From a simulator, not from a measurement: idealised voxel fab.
process module | voxel transistor to metal
cross-section cut | 195 nm wide | cells 5 nm
A cross-section is a grid of square cells, given in bands from the top down. A band is one or more rows of cells.
Each band's line starts with the height of the band's top and of its bottom, in nm. Then come its materials from left to right, each with its width in nm. One material with "throughout" fills the band from edge to edge. "air" is empty space.
Height 0 is the level under which the wafer as received is all one material. The lowest band goes on downwards, as in "0 down".
A width such as "30 to 40" changes by the same amount from each row of cells to the next, from the band's top row to its bottom row.
"no change" after a step means that no cell of the cross-section changed.
closed voids: empty space of 8 cells or more with no open way to the top, each as width x height at its distance from the left edge, in nm
after a step's settings: what the simulator itself notes on the step
overlay nm, on a step with a mask: how far to the right of its planned place the mask lay; to the left if negative
plan
1 op RECEIVE | material Si
2 op OXIDIZE | depth nm 5
3 op CONFORMAL_DEP | material SiN | thk nm 10
4 op MASKED_ETCH | tone cover | mask id ACTIVE | width nm 115 | etch materials SiN | depth nm 10 | overlay nm 0
5 op MASKED_ETCH | tone cover | mask id ACTIVE | width nm 115 | etch materials SiO2 | depth nm 5 | overlay nm 0
6 op MASKED_ETCH | tone cover | mask id ACTIVE | width nm 115 | etch materials Si | depth nm 30 | overlay nm 0
7 op FILL_DEP | material SiO2 | thk nm 15
8 op CMP | height nm 10
9 op SELECTIVE_ETCH | etch materials SiO2 | depth nm 10
10 op STRIP | etch materials SiN
11 op SELECTIVE_ETCH | etch materials SiO2 | depth nm 5
12 op OXIDIZE | depth nm 5
13 op DIRECTIONAL_DEP | material polySi | thk nm 25
14 op DIRECTIONAL_DEP | material SiCN | thk nm 15
15 op PATTERN | tone cover | mask id GATE | material resist | width nm 25 | thk nm 15 | overlay nm 0
16 op DIRECTIONAL_ETCH | etch materials SiCN | depth nm 25
17 op DIRECTIONAL_ETCH | etch materials polySi | depth nm 35
18 op STRIP | etch materials resist
19 op CONFORMAL_DEP | material SiN | thk nm 10
20 op DIRECTIONAL_ETCH | etch materials SiN | depth nm 10
21 op DIRECTIONAL_ETCH | etch materials SiO2 | depth nm 5
22 op EPI | material SiGe | thk nm 5
23 op FILL_DEP | material SiO2 | thk nm 5
24 op CMP | height nm 20
25 op STRIP | etch materials polySi
26 op SELECTIVE_ETCH | etch materials SiO2 | depth nm 5
27 op CONFORMAL_DEP | material HfO2 | thk nm 5
28 op CONFORMAL_DEP | material TiN | thk nm 5
29 op FILL_DEP | material W | thk nm 10
30 op CMP | height nm 15
31 op DIRECTIONAL_DEP | material SiO2 | thk nm 10
32 op MASKED_ETCH | tone open | mask id CONTACT | width nm 15 | pitch nm 80 | etch materials SiO2 | depth nm 30 | overlay nm 0
33 op CONFORMAL_DEP | material TiN | thk nm 5
34 op FILL_DEP | material W | thk nm 10
35 op CMP | height nm 25
36 op CONFORMAL_DEP | material SiCN | thk nm 5
37 op DIRECTIONAL_DEP | material SiO2 | thk nm 15
38 op MASKED_ETCH | tone open | mask id METAL_1 | width nm 15 | pitch nm 80 | etch materials SiO2 | depth nm 15 | overlay nm 0
39 op MASKED_ETCH | tone open | mask id METAL_1 | width nm 15 | pitch nm 80 | etch materials SiCN | depth nm 5 | overlay nm 0
40 op CONFORMAL_DEP | material TiN | thk nm 5
41 op FILL_DEP | material W | thk nm 10
42 op CMP | height nm 45
43 op CONFORMAL_DEP | material SiCN | thk nm 5
44 op DIRECTIONAL_DEP | material SiO2 | thk nm 35
45 op MASKED_ETCH | tone open | mask id METAL_2 | width nm 15 | pitch nm 80 | etch materials SiO2 | depth nm 20 | overlay nm 0
46 op DIRECTIONAL_DEP | material aC | thk nm 15
47 op PATTERN | tone open | mask id METAL_2_HOLES | material resist | width nm 15 | pitch nm 80 | thk nm 30 | overlay nm 0
48 op DIRECTIONAL_ETCH | etch materials aC | depth nm 15
49 op STRIP | etch materials resist
50 op DIRECTIONAL_ETCH | etch materials SiO2 | depth nm 15
51 op DIRECTIONAL_ETCH | etch materials SiCN | depth nm 5
52 op STRIP | etch materials aC
53 op CONFORMAL_DEP | material TiN | thk nm 5
54 op FILL_DEP | material Ru | thk nm 10
55 op CMP | height nm 85
56 op CONFORMAL_DEP | material SiN | thk nm 5
varied across the wafers: width nm of step 15. The plan shows the first wafer's value. All wafers start alike
first wafer as received, after step 1
  0 down: Si throughout
  closed voids: none
each wafer at the end: cells of each material gained (+) or lost (-) since it was received, then its closed voids
width nm 25 | +15 HfO2 | +14 Ru | -158 Si | +66 SiCN | +16 SiGe | +55 SiN | +588 SiO2 | +87 TiN | +19 W | closed voids: none
width nm 30 | +16 HfO2 | +14 Ru | -158 Si | +66 SiCN | +15 SiGe | +55 SiN | +584 SiO2 | +88 TiN | +22 W | closed voids: none
width nm 35 | +17 HfO2 | +14 Ru | -158 Si | +66 SiCN | +14 SiGe | +55 SiN | +580 SiO2 | +89 TiN | +25 W | closed voids: none
width nm 40 | +18 HfO2 | +14 Ru | -158 Si | +66 SiCN | +13 SiGe | +55 SiN | +576 SiO2 | +90 TiN | +28 W | closed voids: none
width nm 45 | +19 HfO2 | +14 Ru | -158 Si | +66 SiCN | +12 SiGe | +55 SiN | +572 SiO2 | +91 TiN | +31 W | closed voids: none
width nm 50 | +20 HfO2 | +14 Ru | -158 Si | +66 SiCN | +11 SiGe | +55 SiN | +572 SiO2 | +92 TiN | +30 W | closed voids: none
